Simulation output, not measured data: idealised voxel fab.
Name of the process module below: voxel self aligned vias
Cross-section cut spans 150 nm and uses square cells 5 nm in size.
In what follows, cross-sections appear as grids of square cells, described through bands that run from the top down, where every band is one or more rows of cells.
Each band's line starts with the height of the band's top and of its bottom, in nm. Then come its materials from left to right, each with its width in nm. One material with "full width" fills the band from edge to edge. "empty" is empty space.
Zero point of the height axis is 0; under it, received wafer = one material. Lowest band: continues down indefinitely, "z 0 and below".
So if you see something like "30 to 40" for the width, read it as the top row of the band sitting at the first number and the bottom row at the second, with every row in between moving by the same amount as the last.
Given "stayed the same" for a step, no cell of the cross-section differs between before and after that step.
So "Enclosed internal cavities" is basically the list of trapped voids: any empty space of 8 cells or more that can't reach the top through an opening. They're written width x height at distance, the distance being from the left edge, and it's all nm.
What comes after the settings on a step's line is commentary from the simulator itself on that step.
Regarding "overlay nm": on a step with a mask, it is the distance the mask lay to the right of its planned place; a negative value places it to the left.
-- Process steps (planned)
1: RECEIVE with material Si
2: CONFORMAL_DEP with material SiO2, thk nm 10
3: CONFORMAL_DEP with material SiCN, thk nm 5
4: DIRECTIONAL_DEP with material SiO2, thk nm 30
5: MASKED_ETCH with tone open, mask id LINES, width nm 30, pitch nm 55, etch materials SiO2, depth nm 30, overlay nm 0
6: CONFORMAL_DEP with material TiN, thk nm 5
7: FILL_DEP with material Ru, thk nm 5
8: CMP with height nm 45
9: SELECTIVE_ETCH with etch materials W Ru TiN, depth nm 10
10: FILL_DEP with material SiN, thk nm 10
11: CMP with height nm 45
12: DIRECTIONAL_DEP with material SiO2, thk nm 15
13: PATTERN with tone open, mask id VIAS, material resist, width nm 40, thk nm 20, overlay nm 0
14: DIRECTIONAL_ETCH with etch materials SiO2, depth nm 15
15: DIRECTIONAL_ETCH with etch materials SiN, depth nm 10
16: STRIP with etch materials resist
17: CONFORMAL_DEP with material TiN, thk nm 5
18: FILL_DEP with material Cu, thk nm 5
19: CMP with height nm 60
20: CONFORMAL_DEP with material SiCN, thk nm 5
-- Incoming wafer in cross-section (state: after step 1)
> z 0 and below  Si full width
> Enclosed internal cavities: none
-- Wafer cross-section at end of module: start and plan as shown above, one execution error
> z 65 to 60  SiCN full width
> z 60 to 45  25 SiO2 | 5 TiN | 30 Cu | 5 TiN | 85 SiO2
> z 45 to 40  25 SiO2 | 5 TiN | 30 Cu | 5 TiN | 20 SiO2 | 30 SiN | 35 SiO2
> z 40 to 35  25 SiO2 | 40 TiN | 20 SiO2 | 30 SiN | 35 SiO2
> z 35 to 30  25 SiO2 | 10 TiN | 20 Ru | 10 TiN | 20 SiO2 | 5 TiN | 20 Ru | 5 TiN | 35 SiO2
> z 30 to 20  30 SiO2 | 5 TiN | 20 Ru | 5 TiN | 25 SiO2 | 5 TiN | 20 Ru | 5 TiN | 35 SiO2
> z 20 to 15  30 SiO2 | 30 TiN | 25 SiO2 | 30 TiN | 35 SiO2
> z 15 to 10  SiCN full width
> z 10 to 0  SiO2 full width
> z 0 and below  Si full width
> Enclosed internal cavities: none
Error vs. plan: plan step 14 was twice executed
